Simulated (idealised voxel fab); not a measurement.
The following process module bears the name voxel transistor to metal.
Cross-section cut: width 185 nm, square cells of 5 nm.
Think of the cross-section as a grid of square cells. We describe it in bands, top to bottom, and each band covers one or more rows of those cells.
Look at the band entry: it leads with the top's height and the bottom's height in nm. Then it lists the materials left to right, with a width in nm for each. The word "all across" on a single material says that material fills the band edge to edge. The word "blank" is empty space.
Counting heights begins at 0, where everything beneath is, in the wafer as received, one material. The lowest band has no bottom; it goes on downwards, as "0 nm and below" shows.
Think of "30..40" as a width that walks from the first number to the second as you go down the band, top row to bottom row, taking equal-sized steps from row to row.
When a step is marked "changes: none", none of the cells in the cross-section changed during that step.
Entry "Closed voids list". Content: empty spaces with no open connection to the top, size 8 cells or greater. Each: width x height at distance. Distance: from left edge. Unit: nm.
That trailing text on a step's line, after the settings, is the simulator's own remark on the step.
A step line may carry the setting "overlay nm", which, for steps involving a mask, states the distance by which the mask lay to the right of its intended position; negative values denote displacement to the left.
The steps planned for the process are as follows
step 1: RECEIVE (material Si)
step 2: OXIDIZE (depth nm 5)
step 3: CONFORMAL_DEP (material SiN; thk nm 15)
step 4: MASKED_ETCH (tone cover; mask id ACTIVE; width nm 130; etch materials SiN; depth nm 15; overlay nm 0)
step 5: MASKED_ETCH (tone cover; mask id ACTIVE; width nm 130; etch materials SiO2; depth nm 5; overlay nm 0)
step 6: MASKED_ETCH (tone cover; mask id ACTIVE; width nm 130; etch materials Si; depth nm 35; overlay nm 0)
step 7: FILL_DEP (material SiO2; thk nm 10)
step 8: CMP (height nm 15)
step 9: SELECTIVE_ETCH (etch materials SiO2; depth nm 10)
step 10: STRIP (etch materials SiN)
step 11: SELECTIVE_ETCH (etch materials SiO2; depth nm 5)
step 12: OXIDIZE (depth nm 5)
step 13: DIRECTIONAL_DEP (material polySi; thk nm 25)
step 14: DIRECTIONAL_DEP (material SiCN; thk nm 10)
step 15: DIRECTIONAL_DEP (material aC; thk nm 15)
step 16: PATTERN (tone cover; mask id GATE; material resist; width nm 30; thk nm 30; overlay nm 0)
step 17: DIRECTIONAL_ETCH (etch materials aC; depth nm 15)
step 18: STRIP (etch materials resist)
step 19: DIRECTIONAL_ETCH (etch materials SiCN; depth nm 20)
step 20: DIRECTIONAL_ETCH (etch materials polySi; depth nm 35)
step 21: STRIP (etch materials aC)
step 22: CONFORMAL_DEP (material SiO2; thk nm 5)
step 23: DIRECTIONAL_ETCH (etch materials SiO2; depth nm 5)
step 24: CONFORMAL_DEP (material SiN; thk nm 10)
step 25: DIRECTIONAL_ETCH (etch materials SiN; depth nm 10)
step 26: DIRECTIONAL_ETCH (etch materials SiO2; depth nm 5)
step 27: DIRECTIONAL_ETCH (etch materials Si; depth nm 5)
step 28: EPI (material pSi; thk nm 5)
step 29: FILL_DEP (material SiO2; thk nm 10)
step 30: CMP (height nm 20)
step 31: STRIP (etch materials polySi)
step 32: SELECTIVE_ETCH (etch materials SiO2; depth nm 5)
step 33: CONFORMAL_DEP (material HfO2; thk nm 5)
step 34: CONFORMAL_DEP (material TiN; thk nm 5)
step 35: FILL_DEP (material W; thk nm 5)
step 36: CMP (height nm 15)
step 37: DIRECTIONAL_DEP (material SiO2; thk nm 10)
step 38: PATTERN (tone open; mask id CONTACT; material resist; width nm 20; pitch nm 90; thk nm 20; overlay nm 0)
step 39: DIRECTIONAL_ETCH (etch materials SiO2; depth nm 35)
step 40: STRIP (etch materials resist)
step 41: CONFORMAL_DEP (material TiN; thk nm 5)
step 42: FILL_DEP (material Ru; thk nm 5)
step 43: CMP (height nm 25)
step 44: DIRECTIONAL_DEP (material TiN; thk nm 5)
step 45: DIRECTIONAL_DEP (material Ru; thk nm 20)
step 46: MASKED_ETCH (tone cover; mask id METAL_1; width nm 20; pitch nm 90; etch materials Ru; depth nm 20; overlay nm 0)
step 47: MASKED_ETCH (tone cover; mask id METAL_1; width nm 20; pitch nm 90; etch materials TiN; depth nm 5; overlay nm 0)
step 48: FILL_DEP (material SiO2; thk nm 5)
step 49: CMP (height nm 50)
step 50: CONFORMAL_DEP (material SiN; thk nm 5)
Wafer at receipt (post step 1), cross-section
* 0 nm and below | Si all across
* Closed voids list: none
Below is the wafer in cross-section after the module was completed. It began from the starting point shown above and followed the plan shown above, except that one mistake was made while running it
* 55 nm to 50 nm | HfO2 all across
* 50 nm to 30 nm | SiO2 (35); Ru (20); SiO2 (70); Ru (20); SiO2 (40)
* 30 nm to 25 nm | SiO2 (35); TiN (20); SiO2 (70); TiN (20); SiO2 (40)
* 25 nm to 15 nm | SiO2 (35); TiN (5); Ru (10); TiN (5); SiO2 (70); TiN (5); Ru (10); TiN (5); SiO2 (40)
* 15 nm to 0 nm | SiO2 (35); TiN (5); Ru (10); TiN (5); SiO2 (5); SiN (10); HfO2 (5); TiN (5); W (20); TiN (5); HfO2 (5); SiN (10); SiO2 (5); TiN (5); Ru (10); TiN (5); SiO2 (40)
* 0 nm to -5 nm | SiO2 (25); SiN (10); TiN (10); Ru (5); TiN (5); SiO2 (5); SiN (10); HfO2 (5); TiN (30); HfO2 (5); SiN (10); SiO2 (5); TiN (5); Ru (5); TiN (10); SiN (10); SiO2 (30)
* -5 nm to -10 nm | SiO2 (35); pSi (5); TiN (15); pSi (5); SiO2 (10); HfO2 (40); SiO2 (10); pSi (5); TiN (15); pSi (5); SiO2 (40)
* -10 nm to -15 nm | SiO2 (25); Si (10); pSi (25); Si (60); pSi (25); Si (10); SiO2 (30)
* -15 nm to -40 nm | SiO2 (25); Si (130); SiO2 (30)
* -40 nm and below | Si all across
* Closed voids list: none
The plan and the run diverged here: not per plan at step 50, really ran CONFORMAL_DEP (material HfO2; thk nm 5)
